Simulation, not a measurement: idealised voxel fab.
Process module heading - voxel ribs on slabs
Section shown: cut. Width: 240 nm. Cell size: 5 nm, square.
Notation: cross-section as square-cell grid; stated in bands, top first, going down; one or more cell rows per band.
Quick guide to a band line: top height, bottom height (nm) up front; then every material left to right with its width in nm. Only one material and it's marked "all across"? Then it fills the band edge to edge. And "empty" just means empty space.
A quick word on heights: they are counted from 0, and under that level the wafer as it came to us is one material throughout. The lowest band is different from the rest in having no bottom; it simply continues downward, written as in "0 -> down".
Width "30 to 40": first value at the band's top row of cells, second value at its bottom row, equal change from row to row.
"everything unchanged" -> step changed no cross-section cell.
Look at "Fully enclosed voids" for the closed voids: empty spaces with no open path to the top, sized 8 cells or up. Each is width x height at distance, distance from the left edge, all nm.
It should be noted that, on the line of a given step, the content following the step's settings is a remark produced by the simulator itself with respect to that step.
"overlay nm" answers the question of how far to the right of plan the mask lay on a step that has a mask, and when it is negative the answer is to the left.
## The process steps that were planned are listed below
step 1: RECEIVE, material Si
step 2: DIRECTIONAL_DEP, material SiO2, thk nm 30
step 3: DIRECTIONAL_DEP, material SiN, thk nm 20
step 4: PATTERN, tone cover, mask id RIB, material resist, width nm 20, thk nm 15, overlay nm 0
step 5: DIRECTIONAL_ETCH, etch materials SiN, depth nm 10
step 6: STRIP, etch materials resist
step 7: PATTERN, tone cover, mask id SLAB, material resist, width nm 70, thk nm 15, overlay nm 0
step 8: DIRECTIONAL_ETCH, etch materials SiN, depth nm 10
step 9: STRIP, etch materials resist
step 10: FILL_DEP, material SiO2, thk nm 30
step 11: CMP, height nm 70
step 12: DIRECTIONAL_DEP, material W, thk nm 10
step 13: MASKED_ETCH, tone cover, mask id HEATER, width nm 30, etch materials W, depth nm 10, overlay nm 0
step 14: CONFORMAL_DEP, material SiO2, thk nm 10
## As received (post step 1): cross-section
* 0 -> down  Si all across
* Fully enclosed voids: none
## Cross-section taken at module completion on the first of two wafers; processed per the plan
* 90 -> 80  empty (95), then SiO2 (50), then empty (95)
* 80 -> 70  SiO2 (105), then W (30), then SiO2 (105)
* 70 -> 50  SiO2 all across
* 50 -> 40  SiO2 (110), then SiN (20), then SiO2 (110)
* 40 -> 30  SiO2 (85), then SiN (70), then SiO2 (85)
* 30 -> 0  SiO2 all across
* 0 -> down  Si all across
* Fully enclosed voids: none
## Here is the second of the two wafers cut open at the end of the module - same start, same plan as the first one, but we made one mistake running it
* 90 -> 80  empty (95), then SiO2 (50), then empty (95)
* 80 -> 70  SiO2 (105), then W (30), then SiO2 (105)
* 70 -> 40  SiO2 all across
* 40 -> 30  SiO2 (85), then SiN (25), then SiO2 (20), then SiN (25), then SiO2 (85)
* 30 -> 0  SiO2 all across
* 0 -> down  Si all across
* Fully enclosed voids: none
Here's what went sideways: the intended sequence of steps 3 and 4 was reversed during processing, with each occupying the position of the other
In the final state, the cell counts of the second wafer exceed or fall short of those of the first for the following materials: SiN -16, SiO2 +16
